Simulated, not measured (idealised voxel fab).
Process module under the name voxel transistor to metal
The cross-section shown here is cut; it is 195 nm wide and divided into square cells measuring 5 nm on a side.
A cross-section is written here as square cells arranged in a grid, and it is given in bands from the top down, each band taking up one or more rows of cells.
Heights first: top, then bottom, in nm. Then materials, left to right, each with a width in nm. "all across" on a single material: fills the band edge to edge. "empty": empty space.
Height datum 0, below which the as-received substrate wafer is one material. Lowest band open at the bottom, running downward: "top 0, no bottom".
Width: "30 to 40" (first number = top row, second number = bottom row, same change from row to row of cells).
Reading "no modification" for a step: not a cell of the cross-section changed in it.
Under "Enclosed void listing" you'll find the enclosed gaps, the ones with no way out to the top, that are 8 cells or bigger; each reads width x height at distance, with distance counted from the left edge, everything in nm.
It should be noted that, on the line of a given step, the content following the step's settings is a remark produced by the simulator itself with respect to that step.
overlay nm: mask right of planned place by this much (step with mask). Neg. = left.
## Here's what the planned process steps look like
1) RECEIVE,material Si
2) CONFORMAL_DEP,material SiO2,thk nm 5
3) CONFORMAL_DEP,material SiN,thk nm 10
4) DIRECTIONAL_DEP,material aC,thk nm 10
5) PATTERN,tone cover,mask id ACTIVE,material resist,width nm 115,thk nm 25,overlay nm 0
6) DIRECTIONAL_ETCH,etch materials aC,depth nm 10
7) STRIP,etch materials resist
8) DIRECTIONAL_ETCH,etch materials SiN,depth nm 10
9) DIRECTIONAL_ETCH,etch materials SiO2,depth nm 5
10) DIRECTIONAL_ETCH,etch materials Si,depth nm 25
11) STRIP,etch materials aC
12) FILL_DEP,material SiO2,thk nm 5
13) CMP,height nm 15
14) SELECTIVE_ETCH,etch materials SiO2,depth nm 10
15) STRIP,etch materials SiN
16) SELECTIVE_ETCH,etch materials SiO2,depth nm 5
17) OXIDIZE,depth nm 5
18) DIRECTIONAL_DEP,material polySi,thk nm 25
19) DIRECTIONAL_DEP,material SiCN,thk nm 15
20) MASKED_ETCH,tone cover,mask id GATE,width nm 25,etch materials SiCN,depth nm 25,overlay nm 0
21) MASKED_ETCH,tone cover,mask id GATE,width nm 25,etch materials polySi,depth nm 35,overlay nm 0
22) CONFORMAL_DEP,material SiO2,thk nm 5
23) DIRECTIONAL_ETCH,etch materials SiO2,depth nm 5
24) CONFORMAL_DEP,material SiN,thk nm 10
25) DIRECTIONAL_ETCH,etch materials SiN,depth nm 10
26) DIRECTIONAL_ETCH,etch materials SiO2,depth nm 5
27) DIRECTIONAL_ETCH,etch materials Si,depth nm 5
28) EPI,material SiGe,thk nm 10
29) FILL_DEP,material SiO2,thk nm 5
30) CMP,height nm 25
31) STRIP,etch materials polySi
32) SELECTIVE_ETCH,etch materials SiO2,depth nm 5
33) CONFORMAL_DEP,material HfO2,thk nm 5
34) CONFORMAL_DEP,material TiN,thk nm 5
35) FILL_DEP,material W,thk nm 5
36) CMP,height nm 20
37) DIRECTIONAL_DEP,material SiO2,thk nm 10
38) MASKED_ETCH,tone open,mask id CONTACT,width nm 20,pitch nm 75,etch materials SiO2,depth nm 30,overlay nm 0
39) CONFORMAL_DEP,material TiN,thk nm 5
40) FILL_DEP,material W,thk nm 5
41) CMP,height nm 30
42) CONFORMAL_DEP,material SiCN,thk nm 5
43) DIRECTIONAL_DEP,material SiO2,thk nm 15
44) DIRECTIONAL_DEP,material aC,thk nm 15
45) PATTERN,tone open,mask id METAL_1,material resist,width nm 20,pitch nm 75,thk nm 30,overlay nm 0
46) DIRECTIONAL_ETCH,etch materials aC,depth nm 15
47) STRIP,etch materials resist
48) DIRECTIONAL_ETCH,etch materials SiO2,depth nm 15
49) DIRECTIONAL_ETCH,etch materials SiCN,depth nm 5
50) STRIP,etch materials aC
51) CONFORMAL_DEP,material TiN,thk nm 5
52) FILL_DEP,material Ru,thk nm 5
53) CMP,height nm 50
54) CONFORMAL_DEP,material SiN,thk nm 5
## Wafer, first of two, run as planned
## This is the cross-section of the wafer as we received it, i.e. after step 1
    top 0, no bottom  Si all across
    Enclosed void listing: none
## Step 2 complete: cross-section through the wafer
    top 5, bottom 0  SiO2 all across
    Below 0, no change.
## Step 3 complete: cross-section through the wafer
    top 15, bottom 5  SiN all across
    Below 5, no change.
## Step 4 complete: cross-section through the wafer
    top 25, bottom 15  aC all across
    Below 15, no change.
## Step 5 complete: cross-section through the wafer
    top 50, bottom 25  40 empty, 115 resist, 40 empty
    Below 25, no change.
## Step 6 complete: cross-section through the wafer
    top 40, bottom 25  40 empty, 115 resist, 40 empty
    top 25, bottom 15  40 empty, 115 aC, 40 empty
    Below 15, no change.
## Step 7 complete: cross-section through the wafer
    top 25, bottom 15  40 empty, 115 aC, 40 empty
    Below 15, no change.
## Step 8 complete: cross-section through the wafer
    top 25, bottom 15  40 empty, 115 aC, 40 empty
    top 15, bottom 5  40 empty, 115 SiN, 40 empty
    Below 5, no change.
## Step 9 complete: cross-section through the wafer
    top 25, bottom 15  40 empty, 115 aC, 40 empty
    top 15, bottom 5  40 empty, 115 SiN, 40 empty
    top 5, bottom 0  40 empty, 115 SiO2, 40 empty
    Below 0, no change.
## Step 10 complete: cross-section through the wafer
    top 25, bottom 15  40 empty, 115 aC, 40 empty
    top 15, bottom 5  40 empty, 115 SiN, 40 empty
    top 5, bottom 0  40 empty, 115 SiO2, 40 empty
    top 0, bottom -25  40 empty, 115 Si, 40 empty
    Below -25, no change.
## Step 11 complete: cross-section through the wafer
    top 15, bottom 5  40 empty, 115 SiN, 40 empty
    Below 5, no change.
## Step 12 complete: cross-section through the wafer
    top 20, bottom 15  SiO2 all across
    top 15, bottom 5  40 SiO2, 115 SiN, 40 SiO2
    top 5, bottom 0  SiO2 all across
    top 0, bottom -25  40 SiO2, 115 Si, 40 SiO2
    Below -25, no change.
## Step 13 complete: cross-section through the wafer
    top 15, bottom 5  40 SiO2, 115 SiN, 40 SiO2
    Below 5, no change.
## Step 14 complete: cross-section through the wafer
    top 15, bottom 5  40 empty, 115 SiN, 40 empty
    Below 5, no change.
## Step 15 complete: cross-section through the wafer
    top 5, bottom 0  SiO2 all across
    Below 0, no change.
## Step 16 complete: cross-section through the wafer
    top 0, bottom -25  40 SiO2, 115 Si, 40 SiO2
    Below -25, no change.
## Step 17 complete: cross-section through the wafer
    top 0, bottom -5  SiO2 all across
    Below -5, no change.
## Step 18 complete: cross-section through the wafer
    top 25, bottom 0  polySi all across
    Below 0, no change.
## Step 19 complete: cross-section through the wafer
    top 40, bottom 25  SiCN all across
    Below 25, no change.
## Step 20 complete: cross-section through the wafer
    top 40, bottom 25  85 empty, 25 SiCN, 85 empty
    Below 25, no change.
## Step 21 complete: cross-section through the wafer
    top 40, bottom 25  85 empty, 25 SiCN, 85 empty
    top 25, bottom 0  85 empty, 25 polySi, 85 empty
    Below 0, no change.
## Step 22 complete: cross-section through the wafer
    top 45, bottom 40  80 empty, 35 SiO2, 80 empty
    top 40, bottom 25  80 empty, 5 SiO2, 25 SiCN, 5 SiO2, 80 empty
    top 25, bottom 5  80 empty, 5 SiO2, 25 polySi, 5 SiO2, 80 empty
    top 5, bottom 0  85 SiO2, 25 polySi, 85 SiO2
    Below 0, no change.
## Step 23 complete: cross-section through the wafer
    top 40, bottom 25  80 empty, 5 SiO2, 25 SiCN, 5 SiO2, 80 empty
    top 25, bottom 0  80 empty, 5 SiO2, 25 polySi, 5 SiO2, 80 empty
    Below 0, no change.
## Step 24 complete: cross-section through the wafer
    top 50, bottom 40  70 empty, 55 SiN, 70 empty
    top 40, bottom 25  70 empty, 10 SiN, 5 SiO2, 25 SiCN, 5 SiO2, 10 SiN, 70 empty
    top 25, bottom 10  70 empty, 10 SiN, 5 SiO2, 25 polySi, 5 SiO2, 10 SiN, 70 empty
    top 10, bottom 0  80 SiN, 5 SiO2, 25 polySi, 5 SiO2, 80 SiN
    Below 0, no change.
## Step 25 complete: cross-section through the wafer
    top 40, bottom 25  70 empty, 10 SiN, 5 SiO2, 25 SiCN, 5 SiO2, 10 SiN, 70 empty
    top 25, bottom 0  70 empty, 10 SiN, 5 SiO2, 25 polySi, 5 SiO2, 10 SiN, 70 empty
    Below 0, no change.
## Step 26 complete: cross-section through the wafer
    top 40, bottom 35  70 empty, 10 SiN, 5 empty, 25 SiCN, 5 empty, 10 SiN, 70 empty
    top 35, bottom 25  70 empty, 10 SiN, 5 SiO2, 25 SiCN, 5 SiO2, 10 SiN, 70 empty
    top 25, bottom 0  70 empty, 10 SiN, 5 SiO2, 25 polySi, 5 SiO2, 10 SiN, 70 empty
    top 0, bottom -5  70 empty, 55 SiO2, 70 empty
    Below -5, no change.
## Step 27 complete: cross-section through the wafer
    top 40, bottom 35  70 empty, 10 SiN, 5 empty, 25 SiCN, 5 empty, 10 SiN, 70 empty
    top 35, bottom 25  70 empty, 10 SiN, 5 SiO2, 25 SiCN, 5 SiO2, 10 SiN, 70 empty
    top 25, bottom 0  70 empty, 10 SiN, 5 SiO2, 25 polySi, 5 SiO2, 10 SiN, 70 empty
    top 0, bottom -5  70 empty, 55 SiO2, 70 empty
    top -5, bottom -10  40 SiO2, 30 empty, 55 Si, 30 empty, 40 SiO2
    Below -10, no change.
## Step 28 complete: cross-section through the wafer
    top 40, bottom 35  70 empty, 10 SiN, 5 empty, 25 SiCN, 5 empty, 10 SiN, 70 empty
    top 35, bottom 25  70 empty, 10 SiN, 5 SiO2, 25 SiCN, 5 SiO2, 10 SiN, 70 empty
    top 25, bottom 5  70 empty, 10 SiN, 5 SiO2, 25 polySi, 5 SiO2, 10 SiN, 70 empty
    top 5, bottom 0  60 empty, 10 SiGe, 10 SiN, 5 SiO2, 25 polySi, 5 SiO2, 10 SiN, 10 SiGe, 60 empty
    top 0, bottom -5  35 empty, 35 SiGe, 55 SiO2, 35 SiGe, 35 empty
    top -5, bottom -10  40 SiO2, 30 SiGe, 55 Si, 30 SiGe, 40 SiO2
    Below -10, no change.
## Step 29 complete: cross-section through the wafer
    top 45, bottom 40  SiO2 all across
    top 40, bottom 25  70 SiO2, 10 SiN, 5 SiO2, 25 SiCN, 5 SiO2, 10 SiN, 70 SiO2
    top 25, bottom 5  70 SiO2, 10 SiN, 5 SiO2, 25 polySi, 5 SiO2, 10 SiN, 70 SiO2
    top 5, bottom 0  60 SiO2, 10 SiGe, 10 SiN, 5 SiO2, 25 polySi, 5 SiO2, 10 SiN, 10 SiGe, 60 SiO2
    top 0, bottom -5  35 SiO2, 35 SiGe, 55 SiO2, 35 SiGe, 35 SiO2
    Below -5, no change.
## Step 30 complete: cross-section through the wafer
    top 25, bottom 5  70 SiO2, 10 SiN, 5 SiO2, 25 polySi, 5 SiO2, 10 SiN, 70 SiO2
    Below 5, no change.
## Step 31 complete: cross-section through the wafer
    top 25, bottom 5  70 SiO2, 10 SiN, 5 SiO2, 25 empty, 5 SiO2, 10 SiN, 70 SiO2
    top 5, bottom 0  60 SiO2, 10 SiGe, 10 SiN, 5 SiO2, 25 empty, 5 SiO2, 10 SiN, 10 SiGe, 60 SiO2
    Below 0, no change.
## Step 32 complete: cross-section through the wafer
    top 25, bottom 20  70 empty, 10 SiN, 35 empty, 10 SiN, 70 empty
    top 20, bottom 5  70 SiO2, 10 SiN, 35 empty, 10 SiN, 70 SiO2
    top 5, bottom 0  60 SiO2, 10 SiGe, 10 SiN, 35 empty, 10 SiN, 10 SiGe, 60 SiO2
    top 0, bottom -5  35 SiO2, 35 SiGe, 10 SiO2, 35 empty, 10 SiO2, 35 SiGe, 35 SiO2
    Below -5, no change.
## Step 33 complete: cross-section through the wafer
    top 30, bottom 25  65 empty, 20 HfO2, 25 empty, 20 HfO2, 65 empty
    top 25, bottom 20  70 HfO2, 10 SiN, 5 HfO2, 25 empty, 5 HfO2, 10 SiN, 70 HfO2
    top 20, bottom 5  70 SiO2, 10 SiN, 5 HfO2, 25 empty, 5 HfO2, 10 SiN, 70 SiO2
    top 5, bottom 0  60 SiO2, 10 SiGe, 10 SiN, 5 HfO2, 25 empty, 5 HfO2, 10 SiN, 10 SiGe, 60 SiO2
    top 0, bottom -5  35 SiO2, 35 SiGe, 10 SiO2, 35 HfO2, 10 SiO2, 35 SiGe, 35 SiO2
    Below -5, no change.
## Step 34 complete: cross-section through the wafer
    top 35, bottom 30  60 empty, 30 TiN, 15 empty, 30 TiN, 60 empty
    top 30, bottom 25  65 TiN, 20 HfO2, 5 TiN, 15 empty, 5 TiN, 20 HfO2, 65 TiN
    top 25, bottom 20  70 HfO2, 10 SiN, 5 HfO2, 5 TiN, 15 empty, 5 TiN, 5 HfO2, 10 SiN, 70 HfO2
    top 20, bottom 5  70 SiO2, 10 SiN, 5 HfO2, 5 TiN, 15 empty, 5 TiN, 5 HfO2, 10 SiN, 70 SiO2
    top 5, bottom 0  60 SiO2, 10 SiGe, 10 SiN, 5 HfO2, 25 TiN, 5 HfO2, 10 SiN, 10 SiGe, 60 SiO2
    Below 0, no change.
## Step 35 complete: cross-section through the wafer
    top 40, bottom 35  W all across
    top 35, bottom 30  60 W, 30 TiN, 15 W, 30 TiN, 60 W
    top 30, bottom 25  65 TiN, 20 HfO2, 5 TiN, 15 W, 5 TiN, 20 HfO2, 65 TiN
    top 25, bottom 20  70 HfO2, 10 SiN, 5 HfO2, 5 TiN, 15 W, 5 TiN, 5 HfO2, 10 SiN, 70 HfO2
    top 20, bottom 5  70 SiO2, 10 SiN, 5 HfO2, 5 TiN, 15 W, 5 TiN, 5 HfO2, 10 SiN, 70 SiO2
    Below 5, no change.
## Step 36 complete: cross-section through the wafer
    top 20, bottom 5  70 SiO2, 10 SiN, 5 HfO2, 5 TiN, 15 W, 5 TiN, 5 HfO2, 10 SiN, 70 SiO2
    Below 5, no change.
## Step 37 complete: cross-section through the wafer
    top 30, bottom 20  SiO2 all across
    Below 20, no change.
## Step 38 complete: cross-section through the wafer
    top 30, bottom 20  50 SiO2, 20 empty, 55 SiO2, 20 empty, 50 SiO2
    top 20, bottom 5  50 SiO2, 20 empty, 10 SiN, 5 HfO2, 5 TiN, 15 W, 5 TiN, 5 HfO2, 10 SiN, 20 empty, 50 SiO2
    top 5, bottom 0  50 SiO2, 10 empty, 10 SiGe, 10 SiN, 5 HfO2, 25 TiN, 5 HfO2, 10 SiN, 10 SiGe, 10 empty, 50 SiO2
    Below 0, no change.
## Step 39 complete: cross-section through the wafer
    top 35, bottom 30  55 TiN, 10 empty, 65 TiN, 10 empty, 55 TiN
    top 30, bottom 20  50 SiO2, 5 TiN, 10 empty, 5 TiN, 55 SiO2, 5 TiN, 10 empty, 5 TiN, 50 SiO2
    top 20, bottom 10  50 SiO2, 5 TiN, 10 empty, 5 TiN, 10 SiN, 5 HfO2, 5 TiN, 15 W, 5 TiN, 5 HfO2, 10 SiN, 5 TiN, 10 empty, 5 TiN, 50 SiO2
    top 10, bottom 5  50 SiO2, 20 TiN, 10 SiN, 5 HfO2, 5 TiN, 15 W, 5 TiN, 5 HfO2, 10 SiN, 20 TiN, 50 SiO2
    top 5, bottom 0  50 SiO2, 10 TiN, 10 SiGe, 10 SiN, 5 HfO2, 25 TiN, 5 HfO2, 10 SiN, 10 SiGe, 10 TiN, 50 SiO2
    Below 0, no change.
## Step 40 complete: cross-section through the wafer
    top 40, bottom 35  W all across
    top 35, bottom 30  55 TiN, 10 W, 65 TiN, 10 W, 55 TiN
    top 30, bottom 20  50 SiO2, 5 TiN, 10 W, 5 TiN, 55 SiO2, 5 TiN, 10 W, 5 TiN, 50 SiO2
    top 20, bottom 10  50 SiO2, 5 TiN, 10 W, 5 TiN, 10 SiN, 5 HfO2, 5 TiN, 15 W, 5 TiN, 5 HfO2, 10 SiN, 5 TiN, 10 W, 5 TiN, 50 SiO2
    Below 10, no change.
## Step 41 complete: cross-section through the wafer
    top 30, bottom 20  50 SiO2, 5 TiN, 10 W, 5 TiN, 55 SiO2, 5 TiN, 10 W, 5 TiN, 50 SiO2
    Below 20, no change.
## Step 42 complete: cross-section through the wafer
    top 35, bottom 30  SiCN all across
    Below 30, no change.
## Step 43 complete: cross-section through the wafer
    top 50, bottom 35  SiO2 all across
    Below 35, no change.
## Step 44 complete: cross-section through the wafer
    top 65, bottom 50  aC all across
    Below 50, no change.
## Step 45 complete: cross-section through the wafer
    top 95, bottom 65  50 resist, 20 empty, 55 resist, 20 empty, 50 resist
    Below 65, no change.
## Step 46 complete: cross-section through the wafer
    top 80, bottom 65  50 resist, 20 empty, 55 resist, 20 empty, 50 resist
    top 65, bottom 50  50 aC, 20 empty, 55 aC, 20 empty, 50 aC
    Below 50, no change.
## Step 47 complete: cross-section through the wafer
    top 65, bottom 50  50 aC, 20 empty, 55 aC, 20 empty, 50 aC
    Below 50, no change.
## Step 48 complete: cross-section through the wafer
    top 65, bottom 50  50 aC, 20 empty, 55 aC, 20 empty, 50 aC
    top 50, bottom 35  50 SiO2, 20 empty, 55 SiO2, 20 empty, 50 SiO2
    Below 35, no change.
## Step 49 complete: cross-section through the wafer
    top 65, bottom 50  50 aC, 20 empty, 55 aC, 20 empty, 50 aC
    top 50, bottom 35  50 SiO2, 20 empty, 55 SiO2, 20 empty, 50 SiO2
    top 35, bottom 30  50 SiCN, 20 empty, 55 SiCN, 20 empty, 50 SiCN
    Below 30, no change.
## Step 50 complete: cross-section through the wafer
    top 50, bottom 35  50 SiO2, 20 empty, 55 SiO2, 20 empty, 50 SiO2
    Below 35, no change.
## Step 51 complete: cross-section through the wafer
    top 55, bottom 50  55 TiN, 10 empty, 65 TiN, 10 empty, 55 TiN
    top 50, bottom 35  50 SiO2, 5 TiN, 10 empty, 5 TiN, 55 SiO2, 5 TiN, 10 empty, 5 TiN, 50 SiO2
    top 35, bottom 30  50 SiCN, 20 TiN, 55 SiCN, 20 TiN, 50 SiCN
    Below 30, no change.
## Step 52 complete: cross-section through the wafer
    top 60, bottom 55  Ru all across
    top 55, bottom 50  55 TiN, 10 Ru, 65 TiN, 10 Ru, 55 TiN
    top 50, bottom 35  50 SiO2, 5 TiN, 10 Ru, 5 TiN, 55 SiO2, 5 TiN, 10 Ru, 5 TiN, 50 SiO2
    Below 35, no change.
## Step 53 complete: cross-section through the wafer
    top 50, bottom 35  50 SiO2, 5 TiN, 10 Ru, 5 TiN, 55 SiO2, 5 TiN, 10 Ru, 5 TiN, 50 SiO2
    Below 35, no change.
## Step 54 complete: cross-section through the wafer
    top 55, bottom 50  SiN all across
    Below 50, no change.
## For the second wafer, take the first wafer's start and plan, then add one mistake made in running it; everything through step 32, that step included, is shared with the first
Here is the second wafer in cross-section at the point where step 33 of the plan should have been done: no modification
## Here is the second wafer in cross-section at the point where step 34 of the plan should have been done
    top 30, bottom 25  65 empty, 20 TiN, 25 empty, 20 TiN, 65 empty
    top 25, bottom 20  70 TiN, 10 SiN, 5 TiN, 25 empty, 5 TiN, 10 SiN, 70 TiN
    top 20, bottom 5  70 SiO2, 10 SiN, 5 TiN, 25 empty, 5 TiN, 10 SiN, 70 SiO2
    top 5, bottom 0  60 SiO2, 10 SiGe, 10 SiN, 5 TiN, 25 empty, 5 TiN, 10 SiN, 10 SiGe, 60 SiO2
    top 0, bottom -5  35 SiO2, 35 SiGe, 10 SiO2, 35 TiN, 10 SiO2, 35 SiGe, 35 SiO2
    Below -5, no change.
## Here is the second wafer in cross-section at the point where step 35 of the plan should have been done
    top 35, bottom 30  W all across
    top 30, bottom 25  65 W, 20 TiN, 25 W, 20 TiN, 65 W
    top 25, bottom 20  70 TiN, 10 SiN, 5 TiN, 25 W, 5 TiN, 10 SiN, 70 TiN
    top 20, bottom 5  70 SiO2, 10 SiN, 5 TiN, 25 W, 5 TiN, 10 SiN, 70 SiO2
    top 5, bottom 0  60 SiO2, 10 SiGe, 10 SiN, 5 TiN, 25 W, 5 TiN, 10 SiN, 10 SiGe, 60 SiO2
    Below 0, no change.
## Here is the second wafer in cross-section at the point where step 36 of the plan should have been done
    top 20, bottom 5  70 SiO2, 10 SiN, 5 TiN, 25 W, 5 TiN, 10 SiN, 70 SiO2
    Below 5, no change.
## Here is the second wafer in cross-section at the point where step 37 of the plan should have been done
    top 30, bottom 20  SiO2 all across
    Below 20, no change.
## Here is the second wafer in cross-section at the point where step 38 of the plan should have been done
    top 30, bottom 20  50 SiO2, 20 empty, 55 SiO2, 20 empty, 50 SiO2
    top 20, bottom 5  50 SiO2, 20 empty, 10 SiN, 5 TiN, 25 W, 5 TiN, 10 SiN, 20 empty, 50 SiO2
    top 5, bottom 0  50 SiO2, 10 empty, 10 SiGe, 10 SiN, 5 TiN, 25 W, 5 TiN, 10 SiN, 10 SiGe, 10 empty, 50 SiO2
    Below 0, no change.
## Here is the second wafer in cross-section at the point where step 39 of the plan should have been done
    top 35, bottom 30  55 TiN, 10 empty, 65 TiN, 10 empty, 55 TiN
    top 30, bottom 20  50 SiO2, 5 TiN, 10 empty, 5 TiN, 55 SiO2, 5 TiN, 10 empty, 5 TiN, 50 SiO2
    top 20, bottom 10  50 SiO2, 5 TiN, 10 empty, 5 TiN, 10 SiN, 5 TiN, 25 W, 5 TiN, 10 SiN, 5 TiN, 10 empty, 5 TiN, 50 SiO2
    top 10, bottom 5  50 SiO2, 20 TiN, 10 SiN, 5 TiN, 25 W, 5 TiN, 10 SiN, 20 TiN, 50 SiO2
    top 5, bottom 0  50 SiO2, 10 TiN, 10 SiGe, 10 SiN, 5 TiN, 25 W, 5 TiN, 10 SiN, 10 SiGe, 10 TiN, 50 SiO2
    Below 0, no change.
## Here is the second wafer in cross-section at the point where step 40 of the plan should have been done
    top 40, bottom 35  W all across
    top 35, bottom 30  55 TiN, 10 W, 65 TiN, 10 W, 55 TiN
    top 30, bottom 20  50 SiO2, 5 TiN, 10 W, 5 TiN, 55 SiO2, 5 TiN, 10 W, 5 TiN, 50 SiO2
    top 20, bottom 10  50 SiO2, 5 TiN, 10 W, 5 TiN, 10 SiN, 5 TiN, 25 W, 5 TiN, 10 SiN, 5 TiN, 10 W, 5 TiN, 50 SiO2
    Below 10, no change.
## Here is the second wafer in cross-section at the point where step 41 of the plan should have been done
    top 30, bottom 20  50 SiO2, 5 TiN, 10 W, 5 TiN, 55 SiO2, 5 TiN, 10 W, 5 TiN, 50 SiO2
    Below 20, no change.
## Here is the second wafer in cross-section at the point where step 42 of the plan should have been done
    top 35, bottom 30  SiCN all across
    Below 30, no change.
## Here is the second wafer in cross-section at the point where step 43 of the plan should have been done
    top 50, bottom 35  SiO2 all across
    Below 35, no change.
## Here is the second wafer in cross-section at the point where step 44 of the plan should have been done
    top 65, bottom 50  aC all across
    Below 50, no change.
## Here is the second wafer in cross-section at the point where step 45 of the plan should have been done
    top 95, bottom 65  50 resist, 20 empty, 55 resist, 20 empty, 50 resist
    Below 65, no change.
## Here is the second wafer in cross-section at the point where step 46 of the plan should have been done
    top 80, bottom 65  50 resist, 20 empty, 55 resist, 20 empty, 50 resist
    top 65, bottom 50  50 aC, 20 empty, 55 aC, 20 empty, 50 aC
    Below 50, no change.
## Here is the second wafer in cross-section at the point where step 47 of the plan should have been done
    top 65, bottom 50  50 aC, 20 empty, 55 aC, 20 empty, 50 aC
    Below 50, no change.
## Here is the second wafer in cross-section at the point where step 48 of the plan should have been done
    top 65, bottom 50  50 aC, 20 empty, 55 aC, 20 empty, 50 aC
    top 50, bottom 35  50 SiO2, 20 empty, 55 SiO2, 20 empty, 50 SiO2
    Below 35, no change.
## Here is the second wafer in cross-section at the point where step 49 of the plan should have been done
    top 65, bottom 50  50 aC, 20 empty, 55 aC, 20 empty, 50 aC
    top 50, bottom 35  50 SiO2, 20 empty, 55 SiO2, 20 empty, 50 SiO2
    top 35, bottom 30  50 SiCN, 20 empty, 55 SiCN, 20 empty, 50 SiCN
    Below 30, no change.
## Here is the second wafer in cross-section at the point where step 50 of the plan should have been done
    top 50, bottom 35  50 SiO2, 20 empty, 55 SiO2, 20 empty, 50 SiO2
    Below 35, no change.
## Here is the second wafer in cross-section at the point where step 51 of the plan should have been done
    top 55, bottom 50  55 TiN, 10 empty, 65 TiN, 10 empty, 55 TiN
    top 50, bottom 35  50 SiO2, 5 TiN, 10 empty, 5 TiN, 55 SiO2, 5 TiN, 10 empty, 5 TiN, 50 SiO2
    top 35, bottom 30  50 SiCN, 20 TiN, 55 SiCN, 20 TiN, 50 SiCN
    Below 30, no change.
## Here is the second wafer in cross-section at the point where step 52 of the plan should have been done
    top 60, bottom 55  Ru all across
    top 55, bottom 50  55 TiN, 10 Ru, 65 TiN, 10 Ru, 55 TiN
    top 50, bottom 35  50 SiO2, 5 TiN, 10 Ru, 5 TiN, 55 SiO2, 5 TiN, 10 Ru, 5 TiN, 50 SiO2
    Below 35, no change.
## Here is the second wafer in cross-section at the point where step 53 of the plan should have been done
    top 50, bottom 35  50 SiO2, 5 TiN, 10 Ru, 5 TiN, 55 SiO2, 5 TiN, 10 Ru, 5 TiN, 50 SiO2
    Below 35, no change.
## Here is the second wafer in cross-section at the point where step 54 of the plan should have been done
    top 55, bottom 50  SiN all across
    Below 50, no change.
what went wrong: step 33 of the plan was jumped over and never run
Counted in cells at the end, the second wafer holds more or fewer of these materials than the first: -15 HfO2; +4 TiN; +11 W
